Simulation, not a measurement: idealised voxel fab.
Herein follows the process module entitled voxel ribs on slabs.
Xsec cut, 275 nm wide, square cell size 5 nm.
Format of a cross-section: grid, square cells. Given as bands. Order: top down. Band: one or more rows of cells.
In this notation a band is specified by the heights of its top and bottom, in that order and in nm, after which its materials appear from left to right, each paired with its width in nm. The word "edge to edge" attached to a single material means that material fills the band from edge to edge; the word "empty" stands for empty space.
Ref level 0: as-received wafer is one material below here. Bottom band extends down with no lower bound ("z 0 and below").
The two numbers in a width such as "30->40" mark its ends across the band: the first belongs to the top row of cells, the second to the bottom row, and from each row to the next the width moves by the same amount.
"no alterations made" (step): cross-section cells unchanged, all of them.
This entry, "Closed void catalog", enumerates those empty regions of no fewer than 8 cells that possess no open connection to the top. Each region is reported in the form width x height at distance, the distance being taken from the left edge, with all three quantities expressed in nm.
On a step's line, text after the settings is the simulator commenting on that step.
The line of a step may include "overlay nm". On a step with a mask, this value is how far to the right of its planned place the mask lay. A negative value means the mask lay to the left.

**Listed below are the process steps as planned**
1 RECEIVE (material Si)
2 DIRECTIONAL_DEP (material SiO2; thk nm 25)
3 DIRECTIONAL_DEP (material SiN; thk nm 15)
4 MASKED_ETCH (tone cover; mask id RIB; width nm 25; etch materials SiN; depth nm 5; overlay nm 0)
5 DIRECTIONAL_DEP (material aC; thk nm 15)
6 PATTERN (tone cover; mask id SLAB; material resist; width nm 55; thk nm 35; overlay nm 0)
7 DIRECTIONAL_ETCH (etch materials aC; depth nm 15)
8 STRIP (etch materials resist)
9 DIRECTIONAL_ETCH (etch materials SiN; depth nm 10)
10 STRIP (etch materials aC)
11 FILL_DEP (material SiO2; thk nm 15)
12 CMP (height nm 50)
13 DIRECTIONAL_DEP (material W; thk nm 10)
14 PATTERN (tone cover; mask id HEATER; material resist; width nm 35; thk nm 20; overlay nm 0)
15 DIRECTIONAL_ETCH (etch materials W; depth nm 10)
16 STRIP (etch materials resist)
17 CONFORMAL_DEP (material SiN; thk nm 10)

**The first of a set of two wafers, run to plan**

**Cross-sectional view of the wafer in its as-received condition, corresponding to the state after step 1**
    z 0 and below  Si edge to edge
    Closed void catalog: none

**Cross-section of the wafer subsequent to step 2**
    z 25 to 0  SiO2 edge to edge
    Below 0 it's all the same as before, nothing changed down there.

**Cross-section of the wafer subsequent to step 3**
    z 40 to 25  SiN edge to edge
    Below 25 it's all the same as before, nothing changed down there.

**Cross-section of the wafer subsequent to step 4**
    z 40 to 35  125 nm empty, then 25 nm SiN, then 125 nm empty
    Below 35 it's all the same as before, nothing changed down there.

**Cross-section of the wafer subsequent to step 5**
    z 55 to 50  125 nm empty, then 25 nm aC, then 125 nm empty
    z 50 to 40  aC edge to edge
    z 40 to 35  125 nm aC, then 25 nm SiN, then 125 nm aC
    Below 35 it's all the same as before, nothing changed down there.

**Cross-section of the wafer subsequent to step 6**
    z 90 to 55  110 nm empty, then 55 nm resist, then 110 nm empty
    z 55 to 50  110 nm empty, then 15 nm resist, then 25 nm aC, then 15 nm resist, then 110 nm empty
    Below 50 it's all the same as before, nothing changed down there.

**Cross-section of the wafer subsequent to step 7**
    z 75 to 55  110 nm empty, then 55 nm resist, then 110 nm empty
    z 55 to 50  110 nm empty, then 15 nm resist, then 25 nm aC, then 15 nm resist, then 110 nm empty
    z 50 to 40  110 nm empty, then 55 nm aC, then 110 nm empty
    z 40 to 35  110 nm empty, then 15 nm aC, then 25 nm SiN, then 15 nm aC, then 110 nm empty
    Below 35 it's all the same as before, nothing changed down there.

**Cross-section of the wafer subsequent to step 8**
    z 55 to 50  125 nm empty, then 25 nm aC, then 125 nm empty
    Below 50 it's all the same as before, nothing changed down there.

**Cross-section of the wafer subsequent to step 9**
    z 55 to 50  125 nm empty, then 25 nm aC, then 125 nm empty
    z 50 to 40  110 nm empty, then 55 nm aC, then 110 nm empty
    z 40 to 35  110 nm empty, then 15 nm aC, then 25 nm SiN, then 15 nm aC, then 110 nm empty
    z 35 to 25  110 nm empty, then 55 nm SiN, then 110 nm empty
    Below 25 it's all the same as before, nothing changed down there.

**Cross-section of the wafer subsequent to step 10**
    z 40 to 35  125 nm empty, then 25 nm SiN, then 125 nm empty
    Below 35 it's all the same as before, nothing changed down there.

**Cross-section of the wafer subsequent to step 11**
    z 55 to 40  SiO2 edge to edge
    z 40 to 35  125 nm SiO2, then 25 nm SiN, then 125 nm SiO2
    z 35 to 25  110 nm SiO2, then 55 nm SiN, then 110 nm SiO2
    Below 25 it's all the same as before, nothing changed down there.

**Cross-section of the wafer subsequent to step 12**
    z 50 to 40  SiO2 edge to edge
    Below 40 it's all the same as before, nothing changed down there.

**Cross-section of the wafer subsequent to step 13**
    z 60 to 50  W edge to edge
    Below 50 it's all the same as before, nothing changed down there.

**Cross-section of the wafer subsequent to step 14**
    z 80 to 60  120 nm empty, then 35 nm resist, then 120 nm empty
    Below 60 it's all the same as before, nothing changed down there.

**Cross-section of the wafer subsequent to step 15**
    z 80 to 60  120 nm empty, then 35 nm resist, then 120 nm empty
    z 60 to 50  120 nm empty, then 35 nm W, then 120 nm empty
    Below 50 it's all the same as before, nothing changed down there.

**Cross-section of the wafer subsequent to step 16**
    z 60 to 50  120 nm empty, then 35 nm W, then 120 nm empty
    Below 50 it's all the same as before, nothing changed down there.

**Cross-section of the wafer subsequent to step 17**
    z 70 to 60  110 nm empty, then 55 nm SiN, then 110 nm empty
    z 60 to 50  120 nm SiN, then 35 nm W, then 120 nm SiN
    Below 50 it's all the same as before, nothing changed down there.

**Wafer two: like wafer one in start and plan, but with one mistake in execution; identical up to and including step 1**

**Cross-section, second wafer, at the end time the plan gives for step 2**
    z 15 to 0  SiN edge to edge
    Below 0 it's all the same as before, nothing changed down there.

**Cross-section, second wafer, at the end time the plan gives for step 3**
    z 40 to 15  SiO2 edge to edge
    Below 15 it's all the same as before, nothing changed down there.

Cross-section, second wafer, at the end time the plan gives for step 4: no alterations made

**Cross-section, second wafer, at the end time the plan gives for step 5**
    z 55 to 40  aC edge to edge
    Below 40 it's all the same as before, nothing changed down there.

**Cross-section, second wafer, at the end time the plan gives for step 6**
    z 90 to 55  110 nm empty, then 55 nm resist, then 110 nm empty
    Below 55 it's all the same as before, nothing changed down there.

**Cross-section, second wafer, at the end time the plan gives for step 7**
    z 75 to 55  110 nm empty, then 55 nm resist, then 110 nm empty
    z 55 to 40  110 nm empty, then 55 nm aC, then 110 nm empty
    Below 40 it's all the same as before, nothing changed down there.

**Cross-section, second wafer, at the end time the plan gives for step 8**
    z 55 to 40  110 nm empty, then 55 nm aC, then 110 nm empty
    Below 40 it's all the same as before, nothing changed down there.

Cross-section, second wafer, at the end time the plan gives for step 9: no alterations made

**Cross-section, second wafer, at the end time the plan gives for step 10**
    z 40 to 15  SiO2 edge to edge
    Below 15 it's all the same as before, nothing changed down there.

**Cross-section, second wafer, at the end time the plan gives for step 11**
    z 55 to 15  SiO2 edge to edge
    Below 15 it's all the same as before, nothing changed down there.

**Cross-section, second wafer, at the end time the plan gives for step 12**
    z 50 to 15  SiO2 edge to edge
    Below 15 it's all the same as before, nothing changed down there.

**Cross-section, second wafer, at the end time the plan gives for step 13**
    z 60 to 50  W edge to edge
    Below 50 it's all the same as before, nothing changed down there.

**Cross-section, second wafer, at the end time the plan gives for step 14**
    z 80 to 60  120 nm empty, then 35 nm resist, then 120 nm empty
    Below 60 it's all the same as before, nothing changed down there.

**Cross-section, second wafer, at the end time the plan gives for step 15**
    z 80 to 60  120 nm empty, then 35 nm resist, then 120 nm empty
    z 60 to 50  120 nm empty, then 35 nm W, then 120 nm empty
    Below 50 it's all the same as before, nothing changed down there.

**Cross-section, second wafer, at the end time the plan gives for step 16**
    z 60 to 50  120 nm empty, then 35 nm W, then 120 nm empty
    Below 50 it's all the same as before, nothing changed down there.

**Cross-section, second wafer, at the end time the plan gives for step 17**
    z 70 to 60  110 nm empty, then 55 nm SiN, then 110 nm empty
    z 60 to 50  120 nm SiN, then 35 nm W, then 120 nm SiN
    Below 50 it's all the same as before, nothing changed down there.
Misprocessing identified: steps 2 and 3 were swapped
Wrapping up, a cell-based count of both wafers puts the second over or under the first for these materials: 138 more of SiN; 138 fewer of SiO2
